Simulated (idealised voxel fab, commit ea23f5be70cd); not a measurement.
Proc. module: voxel gate over fins
FYI the section here is cut, 205 nm wide, cells are 5 nm squares.
Think of the cross-section as a grid of square cells. We describe it in bands, top to bottom, and each band covers one or more rows of those cells. Heads up on the band format: heights come first, top then bottom, in nm. After that it's the materials left to right, each with its width in nm. A single material flagged "full width" fills the whole band edge to edge, and "blank" means there's empty space there. It should be noted that heights are counted from 0, beneath which the wafer as supplied is of one material throughout, and that the lowest band possesses no lower boundary but continues downward, as written in "0 and below". Per-row width for "30->40": begins at first number (top row of band), ends at second number (bottom row), increment between rows held constant. Key: "nothing different" - step with no changed cell in the cross-section. Enclosed voids (no open way to top), threshold 8 cells or more, entry "Sealed-off cavities", notation width x height at distance, distance from left edge, nm. Text after the settings on a step's line: the simulator's own remark on that step. Each step line may optionally specify "overlay nm", which for a step with a mask gives the rightward distance between the mask's planned place and where it lay, a negative value indicating the leftward direction.
Planned process steps
1) RECEIVE with material Si
2) CONFORMAL_DEP with material SiN, thk nm 5
3) MASKED_ETCH with tone cover, mask id FINS, width nm 15, pitch nm 55, etch materials SiN, depth nm 5, overlay nm 0
4) MASKED_ETCH with tone cover, mask id FINS, width nm 15, pitch nm 55, etch materials Si, depth nm 35, overlay nm 0
5) OXIDIZE with depth nm 5
6) FILL_DEP with material SiO2, thk nm 10
7) CMP with height nm 5
8) DIRECTIONAL_DEP with material aC, thk nm 15
9) PATTERN with tone open, mask id RAIL, material resist, width nm 15, thk nm 35, overlay nm 0
10) DIRECTIONAL_ETCH with etch materials aC, depth nm 15
11) STRIP with etch materials resist
12) DIRECTIONAL_ETCH with etch materials SiO2, depth nm 35
13) STRIP with etch materials aC
14) CONFORMAL_DEP with material TiN, thk nm 5
15) FILL_DEP with material Ru, thk nm 5
16) CMP with height nm 5
17) SELECTIVE_ETCH with etch materials W Ru TiN, depth nm 30
18) FILL_DEP with material SiO2, thk nm 5
19) CMP with height nm 5
20) SELECTIVE_ETCH with etch materials SiO2, depth nm 20
21) STRIP with etch materials SiN
22) CONFORMAL_DEP with material HfO2, thk nm 5
23) CONFORMAL_DEP with material TiN, thk nm 5
24) FILL_DEP with material W, thk nm 15
25) CMP with height nm 20
26) CONFORMAL_DEP with material SiCN, thk nm 5
Cross-section, incoming material, after step 1
	0 and below | Si full width
	Sealed-off cavities: none
First of two wafers, end-of-module section, run followed plan
	25 down to 20 | SiCN full width
	20 down to 10 | W full width
	10 down to 5 | W (35); TiN (25); W (30); TiN (25); W (30); TiN (25); W (35)
	5 down to 0 | W (35); TiN (5); HfO2 (15); TiN (5); W (30); TiN (5); HfO2 (15); TiN (5); W (30); TiN (5); HfO2 (15); TiN (5); W (35)
	0 down to -5 | W (35); TiN (5); HfO2 (5); Si (5); HfO2 (5); TiN (5); W (30); TiN (5); HfO2 (5); Si (5); HfO2 (5); TiN (5); W (30); TiN (5); HfO2 (5); Si (5); HfO2 (5); TiN (5); W (35)
	-5 down to -10 | TiN (40); HfO2 (5); Si (5); HfO2 (5); TiN (40); HfO2 (5); Si (5); HfO2 (5); TiN (40); HfO2 (5); Si (5); HfO2 (5); TiN (40)
	-10 down to -15 | HfO2 (45); Si (5); HfO2 (50); Si (5); HfO2 (50); Si (5); HfO2 (45)
	-15 down to -25 | SiO2 (45); Si (5); SiO2 (50); Si (5); SiO2 (50); Si (5); SiO2 (45)
	-25 down to -30 | SiO2 (45); Si (5); SiO2 (15); TiN (15); SiO2 (20); Si (5); SiO2 (50); Si (5); SiO2 (45)
	-30 down to -40 | SiO2 (45); Si (5); SiO2 (50); Si (5); SiO2 (50); Si (5); SiO2 (45)
	-40 and below | Si full width
	Sealed-off cavities: none
Cross-section, second wafer: same start as the first, same plan as the first, one mistake in running it; taken at the end of the module
	25 down to 20 | SiCN full width
	20 down to 10 | W full width
	10 down to 5 | W (35); TiN (25); W (30); TiN (25); W (30); TiN (25); W (35)
	5 down to 0 | W (35); TiN (5); HfO2 (15); TiN (5); W (30); TiN (5); HfO2 (15); TiN (5); W (30); TiN (5); HfO2 (15); TiN (5); W (35)
	0 down to -5 | W (35); TiN (5); HfO2 (5); Si (5); HfO2 (5); TiN (5); W (30); TiN (5); HfO2 (5); Si (5); HfO2 (5); TiN (5); W (30); TiN (5); HfO2 (5); Si (5); HfO2 (5); TiN (5); W (35)
	-5 down to -10 | TiN (40); HfO2 (5); Si (5); HfO2 (5); TiN (40); HfO2 (5); Si (5); HfO2 (5); TiN (40); HfO2 (5); Si (5); HfO2 (5); TiN (40)
	-10 down to -15 | HfO2 (45); Si (5); HfO2 (50); Si (5); HfO2 (50); Si (5); HfO2 (45)
	-15 down to -25 | SiO2 (45); Si (5); SiO2 (50); Si (5); SiO2 (50); Si (5); SiO2 (45)
	-25 down to -30 | SiO2 (45); Si (5); SiO2 (20); TiN (15); SiO2 (15); Si (5); SiO2 (50); Si (5); SiO2 (45)
	-30 down to -40 | SiO2 (45); Si (5); SiO2 (50); Si (5); SiO2 (50); Si (5); SiO2 (45)
	-40 and below | Si full width
	Sealed-off cavities: none
Heads up, the wafer didn't run the way we planned it: step 9 ran differently from the plan; actual operation with settings: PATTERN with tone open, mask id RAIL, material resist, width nm 15, thk nm 35, overlay nm 5
By the end, you'd get the same cell count for each material on either wafer, but the second wafer puts them somewhere else.
